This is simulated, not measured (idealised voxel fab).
Title: Process Module voxel self aligned contacts
For reference, the cross-section in this document is cut, with width 185 nm and square cells of 5 nm.
Notation: cross-section as square-cell grid; stated in bands, top first, going down; one or more cell rows per band.
Basically the band line says how high the top is and how high the bottom is, in nm, and then what's in it from left to right, every material with its width in nm. Empty space shows up as "air", and if a single material carries "full width" it runs the full band edge to edge.
Height 0 is the level under which the wafer as received is all one material. The lowest band goes on downwards, as in "top 0, no bottom".
A width such as "30..40" changes by the same amount from each row of cells to the next, from the band's top row to its bottom row.
Given "all unchanged" for a step, no cell of the cross-section differs between before and after that step.
The label "Closed void listing" introduces a list of the empty spaces, 8 cells or larger, that have no open way up to the top; each entry in it reads width x height at distance, where the distance is taken from the left edge and all three are stated in nm.
On each step's line, the part that comes after the settings is the simulator's own comment on the step.
When a step includes a mask, the "overlay nm" setting on its line states how far to the right of its planned place that mask lay, and negative values state how far to the left.
## The steps planned for the process are as follows
1 op RECEIVE | material Si
2 op CONFORMAL_DEP | material SiO2 | thk nm 5
3 op DIRECTIONAL_DEP | material polySi | thk nm 20
4 op DIRECTIONAL_DEP | material SiN | thk nm 20
5 op PATTERN | tone cover | mask id GATE | material resist | width nm 25 | pitch nm 60 | thk nm 15 | overlay nm 0
6 op DIRECTIONAL_ETCH | etch materials SiN | depth nm 20
7 op DIRECTIONAL_ETCH | etch materials polySi | depth nm 20
8 op STRIP | etch materials resist
9 op CONFORMAL_DEP | material SiN | thk nm 5
10 op DIRECTIONAL_ETCH | etch materials SiN | depth nm 5
11 op FILL_DEP | material SiO2 | thk nm 15
12 op CMP | height nm 50
13 op PATTERN | tone open | mask id CONTACT | material resist | width nm 45 | thk nm 15 | overlay nm 0
14 op DIRECTIONAL_ETCH | etch materials SiO2 | depth nm 50
15 op STRIP | etch materials resist
16 op CONFORMAL_DEP | material TiN | thk nm 5
17 op FILL_DEP | material Ru | thk nm 5
18 op CMP | height nm 50
19 op CONFORMAL_DEP | material SiN | thk nm 5
## Cross-section of the incoming wafer, state after step 1
> top 0, no bottom  Si full width
> Closed void listing: none
## End state of the module in cross-section, given the above starting point and plan and one mistake in execution
> top 55, bottom 50  SiN full width
> top 50, bottom 45  SiO2: 70  TiN: 10  Ru: 15  TiN: 20  SiO2: 70
> top 45, bottom 25  SiO2: 40  SiN: 35  TiN: 5  Ru: 15  TiN: 5  SiN: 35  SiO2: 50
> top 25, bottom 5  SiO2: 40  SiN: 5  polySi: 25  SiN: 5  TiN: 5  Ru: 15  TiN: 5  SiN: 5  polySi: 25  SiN: 5  SiO2: 50
> top 5, bottom 0  SiO2: 75  TiN: 25  SiO2: 85
> top 0, no bottom  Si full width
> Closed void listing: none
What was the processing mistake? step 5, actual vs plan mismatch, actual run op PATTERN | tone cover | mask id GATE | material resist | width nm 25 | pitch nm 60 | thk nm 15 | overlay nm -5
